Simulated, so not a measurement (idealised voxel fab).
The following is a process module called voxel tone inversion.
Displayed cross-section: cut, width of 275 nm, square cells sized 5 nm.
A cross-section is a grid of square cells, given in bands from the top down. A band is one or more rows of cells. Heads up on the band format: heights come first, top then bottom, in nm. After that it's the materials left to right, each with its width in nm. A single material flagged "full width" fills the whole band edge to edge, and "blank" means there's empty space there. It should be noted that heights are counted from 0, beneath which the wafer as supplied is of one material throughout, and that the lowest band possesses no lower boundary but continues downward, as written in "from 0 down". Think of "30 to 40" as a width that walks from the first number to the second as you go down the band, top row to bottom row, taking equal-sized steps from row to row. "everything unchanged" -> step changed no cross-section cell. So "Closed cavity list" is basically the list of trapped voids: any empty space of 8 cells or more that can't reach the top through an opening. They're written width x height at distance, the distance being from the left edge, and it's all nm. What comes after the settings on a step's line is commentary from the simulator itself on that step. The "overlay nm" setting may appear on a step's line; for a step that uses a mask, it gives how far to the right of its planned position the mask lay, and a negative value indicates the left.

Steps in the process plan:
1,RECEIVE (material Si)
2,CONFORMAL_DEP (material SiCN; thk nm 5)
3,DIRECTIONAL_DEP (material aC; thk nm 25)
4,PATTERN (tone cover; mask id POSTS; material resist; width nm 25; pitch nm 55; thk nm 30; overlay nm 0)
5,DIRECTIONAL_ETCH (etch materials aC; depth nm 25)
6,STRIP (etch materials resist)
7,FILL_DEP (material SiO2; thk nm 10)
8,CMP (height nm 30)
9,STRIP (etch materials aC)

First out of two wafers; run went to plan:

As-received state of the wafer in cross-section, equivalent to post-step 1:
from 0 down = Si full width
Closed cavity list: none

Wafer after step 2 (cross-section):
from 5 to 0 = SiCN full width
Anything lower than 0 is untouched.

Wafer after step 3 (cross-section):
from 30 to 5 = aC full width
Anything lower than 5 is untouched.

Wafer after step 4 (cross-section):
from 60 to 30 = blank 40  resist 25  blank 30  resist 25  blank 30  resist 25  blank 30  resist 25  blank 45
Anything lower than 30 is untouched.

Wafer after step 5 (cross-section):
from 35 to 30 = blank 40  resist 25  blank 30  resist 25  blank 30  resist 25  blank 30  resist 25  blank 45
from 30 to 5 = blank 40  aC 25  blank 30  aC 25  blank 30  aC 25  blank 30  aC 25  blank 45
Anything lower than 5 is untouched.

Wafer after step 6 (cross-section):
from 30 to 5 = blank 40  aC 25  blank 30  aC 25  blank 30  aC 25  blank 30  aC 25  blank 45
Anything lower than 5 is untouched.

Wafer after step 7 (cross-section):
from 40 to 30 = SiO2 full width
from 30 to 5 = SiO2 40  aC 25  SiO2 30  aC 25  SiO2 30  aC 25  SiO2 30  aC 25  SiO2 45
Anything lower than 5 is untouched.

Wafer after step 8 (cross-section):
from 30 to 5 = SiO2 40  aC 25  SiO2 30  aC 25  SiO2 30  aC 25  SiO2 30  aC 25  SiO2 45
Anything lower than 5 is untouched.

Wafer after step 9 (cross-section):
from 30 to 5 = SiO2 40  blank 25  SiO2 30  blank 25  SiO2 30  blank 25  SiO2 30  blank 25  SiO2 45
Anything lower than 5 is untouched.

Wafer two of two - same starting point, same process plan, one mistake in execution; matches wafer one up to and including step 2:

Cross-section of the second wafer at the time by which step 3 should have been completed according to the plan:
from 30 to 0 = SiCN full width
Anything lower than 0 is untouched.

Cross-section of the second wafer at the time by which step 4 should have been completed according to the plan:
from 60 to 30 = blank 40  resist 25  blank 30  resist 25  blank 30  resist 25  blank 30  resist 25  blank 45
Anything lower than 30 is untouched.

Cross-section of the second wafer at the time by which step 5 should have been completed according to the plan:
from 35 to 30 = blank 40  resist 25  blank 30  resist 25  blank 30  resist 25  blank 30  resist 25  blank 45
Anything lower than 30 is untouched.

Cross-section of the second wafer at the time by which step 6 should have been completed according to the plan:
from 30 to 0 = SiCN full width
Anything lower than 0 is untouched.

Cross-section of the second wafer at the time by which step 7 should have been completed according to the plan:
from 40 to 30 = SiO2 full width
Anything lower than 30 is untouched.

Cross-section of the second wafer at the time by which step 8 should have been completed according to the plan:
from 30 to 0 = SiCN full width
Anything lower than 0 is untouched.

Cross-section of the second wafer at the time by which step 9 should have been completed according to the plan: everything unchanged
Against the plan, the run slipped here: step 3 off recipe, ran as DIRECTIONAL_DEP (material SiCN; thk nm 25)
The final cell counts differ between the wafers, with the second having more or fewer of some materials than the first: SiCN: 275 more; SiO2: 175 fewer
